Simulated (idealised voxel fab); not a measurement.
process module | voxel released beams
cross-section cut | 215 nm wide | cells 5 nm
A cross-section is a grid of square cells, given in bands from the top down. A band is one or more rows of cells.
Each band's line starts with the height of the band's top and of its bottom, in nm. Then come its materials from left to right, each with its width in nm. One material with "throughout" fills the band from edge to edge. "air" is empty space.
Height 0 is the level under which the wafer as received is all one material. The lowest band goes on downwards, as in "0 down".
A width such as "30 to 40" changes by the same amount from each row of cells to the next, from the band's top row to its bottom row.
"no change" after a step means that no cell of the cross-section changed.
closed voids: empty space of 8 cells or more with no open way to the top, each as width x height at its distance from the left edge, in nm
after a step's settings: what the simulator itself notes on the step
overlay nm, on a step with a mask: how far to the right of its planned place the mask lay; to the left if negative
plan
1 op RECEIVE | material Si
2 op CONFORMAL_DEP | material SiN | thk nm 10
3 op DIRECTIONAL_DEP | material SiO2 | thk nm 10
4 op DIRECTIONAL_DEP | material aC | thk nm 10
5 op PATTERN | tone open | mask id ANCHOR | material resist | width nm 35 | thk nm 25 | overlay nm 0
6 op DIRECTIONAL_ETCH | etch materials aC | depth nm 10
7 op STRIP | etch materials resist
8 op DIRECTIONAL_ETCH | etch materials SiO2 | depth nm 10
9 op STRIP | etch materials aC
10 op CONFORMAL_DEP | material polySi | thk nm 15
11 op DIRECTIONAL_DEP | material aC | thk nm 10
12 op PATTERN | tone cover | mask id BEAM | material resist | width nm 95 | thk nm 30 | overlay nm 0
13 op DIRECTIONAL_ETCH | etch materials aC | depth nm 10
14 op STRIP | etch materials resist
15 op DIRECTIONAL_ETCH | etch materials polySi | depth nm 15
16 op STRIP | etch materials aC
17 op STRIP | etch materials SiO2
varied across the wafers: width nm of step 12. The plan shows the first wafer's value. All wafers start alike
first wafer as received, after step 1
  0 down: Si throughout
  closed voids: none
first wafer at the end, after step 17
  35 to 25: air 55 | polySi 15 | air 5 | polySi 75 | air 65
  25 to 20: air 55 | polySi 95 | air 65
  20 to 10: air 55 | polySi 35 | air 125
  10 to 0: SiN throughout
  0 down: Si throughout
  closed voids: none
last wafer at the end
  35 to 25: air 45 | polySi 25 | air 5 | polySi 90 | air 50
  25 to 20: air 45 | polySi 120 | air 50
  20 to 10: air 55 | polySi 35 | air 125
  10 to 0: SiN throughout
  0 down: Si throughout
  closed voids: none
each wafer at the end: cells of each material gained (+) or lost (-) since it was received, then its closed voids
width nm 95 | +86 SiN | +69 polySi | closed voids: none
width nm 100 | +86 SiN | +72 polySi | closed voids: none
width nm 105 | +86 SiN | +75 polySi | closed voids: none
width nm 110 | +86 SiN | +78 polySi | closed voids: none
width nm 115 | +86 SiN | +81 polySi | closed voids: none
width nm 120 | +86 SiN | +84 polySi | closed voids: none
